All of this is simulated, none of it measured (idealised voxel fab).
The following is a process module called voxel transistor to metal.
Pictured: cross-section cut, 160 nm wide, on a grid of 5 nm square cells.
A cross-section is written here as square cells arranged in a grid, and it is given in bands from the top down, each band taking up one or more rows of cells.
Read a band's entry like this: the first values are the height of its top and the height of its bottom in nm, and what follows is the sequence of materials from left to right, each with its width in nm. Note that "blank" is empty space, and that a single material marked "throughout" reaches across the band from edge to edge.
We count height from 0. Below that, the starting wafer is all one material. The lowest band never ends at the bottom but goes on down; see "top 0, no bottom" for how that is written.
The width entry "30..40" should be interpreted row by row: the top row of cells in the band takes the first number, the bottom row takes the second number, and the change between adjacent rows is uniform throughout.
When a step is marked "remained unchanged", none of the cells in the cross-section changed during that step.
Under "Closed void list" you'll find the enclosed gaps, the ones with no way out to the top, that are 8 cells or bigger; each reads width x height at distance, with distance counted from the left edge, everything in nm.
What comes after the settings on a step's line is commentary from the simulator itself on that step.
overlay nm: right-of-plan distance of the mask on a masked step; negative values mean left-of-plan.
**This section lists the process steps that were planned**
1 RECEIVE, material Si
2 OXIDIZE, depth nm 5
3 CONFORMAL_DEP, material SiN, thk nm 10
4 DIRECTIONAL_DEP, material aC, thk nm 15
5 PATTERN, tone cover, mask id ACTIVE, material resist, width nm 115, thk nm 35, overlay nm 0
6 DIRECTIONAL_ETCH, etch materials aC, depth nm 15
7 STRIP, etch materials resist
8 DIRECTIONAL_ETCH, etch materials SiN, depth nm 10
9 DIRECTIONAL_ETCH, etch materials SiO2, depth nm 5
10 DIRECTIONAL_ETCH, etch materials Si, depth nm 30
11 STRIP, etch materials aC
12 OXIDIZE, depth nm 5
13 FILL_DEP, material SiO2, thk nm 10
14 CMP, height nm 10
15 SELECTIVE_ETCH, etch materials SiO2, depth nm 5
16 STRIP, etch materials SiN
17 SELECTIVE_ETCH, etch materials SiO2, depth nm 5
18 OXIDIZE, depth nm 5
19 DIRECTIONAL_DEP, material polySi, thk nm 20
20 DIRECTIONAL_DEP, material SiCN, thk nm 10
21 DIRECTIONAL_DEP, material aC, thk nm 15
22 PATTERN, tone cover, mask id GATE, material resist, width nm 15, thk nm 30, overlay nm 0
23 DIRECTIONAL_ETCH, etch materials aC, depth nm 15
24 STRIP, etch materials resist
25 DIRECTIONAL_ETCH, etch materials SiCN, depth nm 20
26 DIRECTIONAL_ETCH, etch materials polySi, depth nm 30
27 STRIP, etch materials aC
28 CONFORMAL_DEP, material SiN, thk nm 10
29 DIRECTIONAL_ETCH, etch materials SiN, depth nm 10
30 DIRECTIONAL_ETCH, etch materials SiO2, depth nm 5
31 DIRECTIONAL_ETCH, etch materials Si, depth nm 5
32 EPI, material nSi, thk nm 10
33 FILL_DEP, material SiO2, thk nm 5
34 CMP, height nm 25
35 DIRECTIONAL_DEP, material SiO2, thk nm 15
36 PATTERN, tone open, mask id CONTACT, material resist, width nm 35, pitch nm 60, thk nm 20, overlay nm 0
37 DIRECTIONAL_ETCH, etch materials SiO2, depth nm 45
38 STRIP, etch materials resist
39 CONFORMAL_DEP, material TiN, thk nm 5
40 FILL_DEP, material W, thk nm 5
41 CMP, height nm 40
42 CONFORMAL_DEP, material SiCN, thk nm 5
43 DIRECTIONAL_DEP, material lowk, thk nm 15
44 MASKED_ETCH, tone open, mask id METAL_1, width nm 20, pitch nm 75, etch materials lowk, depth nm 15, overlay nm 0
45 MASKED_ETCH, tone open, mask id METAL_1, width nm 20, pitch nm 75, etch materials SiCN, depth nm 5, overlay nm 0
46 CONFORMAL_DEP, material TiN, thk nm 5
47 FILL_DEP, material Cu, thk nm 5
48 CMP, height nm 60
49 EPI, material Ru, thk nm 5
50 FILL_DEP, material SiCN, thk nm 5
**So this is the incoming wafer in cross-section - it's already been through step 1**
	top 0, no bottom: Si throughout
	Closed void list: none
**End-of-module cross-section of the first of two wafers, processed as planned**
	top 70, bottom 65: SiCN throughout
	top 65, bottom 60: SiCN (25) | Ru (30) | SiCN (45) | Ru (30) | SiCN (30)
	top 60, bottom 45: lowk (30) | TiN (5) | Cu (10) | TiN (5) | lowk (55) | TiN (5) | Cu (10) | TiN (5) | lowk (35)
	top 45, bottom 40: SiCN (30) | TiN (20) | SiCN (55) | TiN (20) | SiCN (35)
	top 40, bottom 30: SiO2 (30) | TiN (5) | W (25) | TiN (5) | SiO2 (25) | TiN (5) | W (25) | TiN (5) | SiO2 (35)
	top 30, bottom 25: SiO2 (30) | TiN (5) | W (20) | TiN (10) | SiO2 (25) | TiN (10) | W (20) | TiN (5) | SiO2 (35)
	top 25, bottom 15: SiO2 (30) | TiN (5) | W (20) | TiN (5) | SiN (10) | SiCN (15) | SiN (10) | TiN (5) | W (20) | TiN (5) | SiO2 (35)
	top 15, bottom 5: SiO2 (30) | TiN (5) | W (20) | TiN (5) | SiN (10) | polySi (15) | SiN (10) | TiN (5) | W (20) | TiN (5) | SiO2 (35)
	top 5, bottom 0: SiO2 (30) | TiN (5) | W (10) | TiN (15) | SiN (10) | polySi (15) | SiN (10) | TiN (15) | W (10) | TiN (5) | SiO2 (35)
	top 0, bottom -5: SiO2 (15) | SiN (10) | SiO2 (5) | TiN (20) | nSi (10) | SiN (10) | polySi (15) | SiN (10) | nSi (10) | TiN (20) | SiO2 (5) | SiN (10) | SiO2 (20)
	top -5, bottom -10: SiO2 (25) | nSi (35) | SiO2 (35) | nSi (35) | SiO2 (30)
	top -10, bottom -15: SiO2 (25) | nSi (35) | Si (35) | nSi (35) | SiO2 (30)
	top -15, bottom -40: SiO2 (25) | Si (105) | SiO2 (30)
	top -40, no bottom: Si throughout
	Closed void list: none
**Cross-section at end of module for the second wafer of two, which matched the first in starting point and plan and differed by one mistake in its processing**
	top 65, bottom 60: blank (25) | Ru (30) | blank (45) | Ru (30) | blank (30)
	top 60, bottom 45: lowk (30) | TiN (5) | Cu (10) | TiN (5) | lowk (55) | TiN (5) | Cu (10) | TiN (5) | lowk (35)
	top 45, bottom 40: SiCN (30) | TiN (20) | SiCN (55) | TiN (20) | SiCN (35)
	top 40, bottom 30: SiO2 (30) | TiN (5) | W (25) | TiN (5) | SiO2 (25) | TiN (5) | W (25) | TiN (5) | SiO2 (35)
	top 30, bottom 25: SiO2 (30) | TiN (5) | W (20) | TiN (10) | SiO2 (25) | TiN (10) | W (20) | TiN (5) | SiO2 (35)
	top 25, bottom 15: SiO2 (30) | TiN (5) | W (20) | TiN (5) | SiN (10) | SiCN (15) | SiN (10) | TiN (5) | W (20) | TiN (5) | SiO2 (35)
	top 15, bottom 5: SiO2 (30) | TiN (5) | W (20) | TiN (5) | SiN (10) | polySi (15) | SiN (10) | TiN (5) | W (20) | TiN (5) | SiO2 (35)
	top 5, bottom 0: SiO2 (30) | TiN (5) | W (10) | TiN (15) | SiN (10) | polySi (15) | SiN (10) | TiN (15) | W (10) | TiN (5) | SiO2 (35)
	top 0, bottom -5: SiO2 (15) | SiN (10) | SiO2 (5) | TiN (20) | nSi (10) | SiN (10) | polySi (15) | SiN (10) | nSi (10) | TiN (20) | SiO2 (5) | SiN (10) | SiO2 (20)
	top -5, bottom -10: SiO2 (25) | nSi (35) | SiO2 (35) | nSi (35) | SiO2 (30)
	top -10, bottom -15: SiO2 (25) | nSi (35) | Si (35) | nSi (35) | SiO2 (30)
	top -15, bottom -40: SiO2 (25) | Si (105) | SiO2 (30)
	top -40, no bottom: Si throughout
	Closed void list: none
In executing the process, a mistake was made relative to the plan: plan step 50: skipped, not run
Bottom line after processing is that, in cells, the second wafer is up or down on some materials versus the first: SiCN: 52 fewer
